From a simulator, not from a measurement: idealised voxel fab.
process module | voxel plated lines
cross-section cut | 260 nm wide | cells 5 nm
A cross-section is a grid of square cells, given in bands from the top down. A band is one or more rows of cells.
Each band's line starts with the height of the band's top and of its bottom, in nm. Then come its materials from left to right, each with its width in nm. One material with "throughout" fills the band from edge to edge. "air" is empty space.
Height 0 is the level under which the wafer as received is all one material. The lowest band goes on downwards, as in "0 down".
A width such as "30 to 40" changes by the same amount from each row of cells to the next, from the band's top row to its bottom row.
"no change" after a step means that no cell of the cross-section changed.
closed voids: empty space of 8 cells or more with no open way to the top, each as width x height at its distance from the left edge, in nm
after a step's settings: what the simulator itself notes on the step
overlay nm, on a step with a mask: how far to the right of its planned place the mask lay; to the left if negative
plan
1 op RECEIVE | material Si
2 op CONFORMAL_DEP | material Al2O3 | thk nm 10
3 op DIRECTIONAL_DEP | material TiN | thk nm 5
4 op PATTERN | tone open | mask id LINES | material resist | width nm 20 | pitch nm 40 | thk nm 35 | overlay nm 0
5 op EPI | material Ru | thk nm 10
6 op EPI | material Ru | thk nm 5
7 op EPI | material Ru | thk nm 10
8 op STRIP | etch materials resist
9 op DIRECTIONAL_ETCH | etch materials TiN | depth nm 5
10 op CONFORMAL_DEP | material SiO2 | thk nm 10
as received, after step 1
  0 down: Si throughout
  closed voids: none
first wafer at the end, as planned
  50 to 40: air 50 | SiO2 160 | air 50
  40 to 20: air 50 | SiO2 10 | Ru 20 | SiO2 20 | Ru 20 | SiO2 20 | Ru 20 | SiO2 20 | Ru 20 | SiO2 10 | air 50
  20 to 15: SiO2 60 | Ru 20 | SiO2 20 | Ru 20 | SiO2 20 | Ru 20 | SiO2 20 | Ru 20 | SiO2 60
  15 to 10: SiO2 60 | TiN 20 | SiO2 20 | TiN 20 | SiO2 20 | TiN 20 | SiO2 20 | TiN 20 | SiO2 60
  10 to 0: Al2O3 throughout
  0 down: Si throughout
  closed voids: none
second wafer at the end: like start, like plan, one mistake
  50 to 40: air 55 | SiO2 160 | air 45
  40 to 20: air 55 | SiO2 10 | Ru 20 | SiO2 20 | Ru 20 | SiO2 20 | Ru 20 | SiO2 20 | Ru 20 | SiO2 10 | air 45
  20 to 15: SiO2 65 | Ru 20 | SiO2 20 | Ru 20 | SiO2 20 | Ru 20 | SiO2 20 | Ru 20 | SiO2 55
  15 to 10: SiO2 65 | TiN 20 | SiO2 20 | TiN 20 | SiO2 20 | TiN 20 | SiO2 20 | TiN 20 | SiO2 55
  10 to 0: Al2O3 throughout
  0 down: Si throughout
  closed voids: none
what went wrong: step 4 ran as: op PATTERN | tone open | mask id LINES | material resist | width nm 20 | pitch nm 40 | thk nm 35 | overlay nm 5
at the end the second wafer has, in cells: as many of each material as the first, in other places
